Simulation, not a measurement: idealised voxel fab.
The following is a process module called voxel self aligned contacts.
Shown is cross-section cut, with a width of 250 nm and square cells of size 5 nm.
In what follows, cross-sections appear as grids of square cells, described through bands that run from the top down, where every band is one or more rows of cells. Each band's line starts with the height of the band's top and of its bottom, in nm. Then come its materials from left to right, each with its width in nm. One material with "all across" fills the band from edge to edge. "air" is empty space. Heights from 0 (as-received wafer is one material below). Bottom band endless downward, as "0 nm and below". It should be noted that a width expressed as "30 to 40" varies in equal increments from row to row of cells within the band, taking the value of the first number at the top row and that of the second number at the bottom row. Step marked "nothing changed"? Then no cell in the cross-section changed in it. Reported under the label "Sealed-off cavities" are the empty spaces having no open way to the top and comprising 8 cells or more; the notation for each is width x height at distance, in which the distance is measured from the left edge and all three values are in nm. On a step's line, text after the settings is the simulator commenting on that step. For masked steps, "overlay nm" on the step line gives how far right of plan the mask actually lay; a minus sign means it lay to the left.
-- Steps planned for the process
1. RECEIVE,material Si
2. OXIDIZE,depth nm 5
3. DIRECTIONAL_DEP,material polySi,thk nm 25
4. DIRECTIONAL_DEP,material SiN,thk nm 20
5. MASKED_ETCH,tone cover,mask id GATE,width nm 25,pitch nm 70,etch materials SiN,depth nm 20,overlay nm 0
6. MASKED_ETCH,tone cover,mask id GATE,width nm 25,pitch nm 70,etch materials polySi,depth nm 25,overlay nm 0
7. CONFORMAL_DEP,material SiN,thk nm 10
8. DIRECTIONAL_ETCH,etch materials SiN,depth nm 10
9. FILL_DEP,material SiO2,thk nm 15
10. CMP,height nm 50
11. PATTERN,tone open,mask id CONTACT,material resist,width nm 55,thk nm 20,overlay nm 0
12. DIRECTIONAL_ETCH,etch materials SiO2,depth nm 55
13. STRIP,etch materials resist
14. CONFORMAL_DEP,material TiN,thk nm 5
15. FILL_DEP,material Ru,thk nm 10
16. CMP,height nm 50
17. CONFORMAL_DEP,material SiN,thk nm 5
-- Incoming wafer, cross-sectional view, post step 1
- 0 nm and below: Si all across
- Sealed-off cavities: none
-- End-of-module cross-section of the first of two wafers, processed as planned
- 55 nm to 50 nm: SiN all across
- 50 nm to 45 nm: 95 nm SiO2, then 20 nm TiN, then 15 nm Ru, then 20 nm TiN, then 100 nm SiO2
- 45 nm to 25 nm: 65 nm SiO2, then 45 nm SiN, then 5 nm TiN, then 15 nm Ru, then 5 nm TiN, then 45 nm SiN, then 70 nm SiO2
- 25 nm to 0 nm: 65 nm SiO2, then 10 nm SiN, then 25 nm polySi, then 10 nm SiN, then 5 nm TiN, then 15 nm Ru, then 5 nm TiN, then 10 nm SiN, then 25 nm polySi, then 10 nm SiN, then 70 nm SiO2
- 0 nm to -5 nm: 110 nm SiO2, then 25 nm TiN, then 115 nm SiO2
- -5 nm and below: Si all across
- Sealed-off cavities: none
-- Cross-sectional image of the second wafer of the two following completion of the module. Starting state and process plan were the same as for the first wafer; one execution error occurred
- 55 nm to 50 nm: SiN all across
- 50 nm to 30 nm: 65 nm SiO2, then 10 nm SiN, then 25 nm polySi, then 10 nm SiN, then 5 nm TiN, then 15 nm Ru, then 5 nm TiN, then 10 nm SiN, then 25 nm polySi, then 10 nm SiN, then 70 nm SiO2
- 30 nm to 25 nm: 65 nm SiO2, then 10 nm SiN, then 25 nm polySi, then 10 nm SiN, then 25 nm TiN, then 10 nm SiN, then 25 nm polySi, then 10 nm SiN, then 70 nm SiO2
- 25 nm to 0 nm: polySi all across
- 0 nm to -5 nm: SiO2 all across
- -5 nm and below: Si all across
- Sealed-off cavities: none
Deviation noted in wafer processing: heads up, step 3 of the plan got done twice
End check, counted in cells, second wafer has more or fewer of these materials than the first: -18 Ru; -72 SiN; -142 SiO2; -18 TiN; +250 polySi
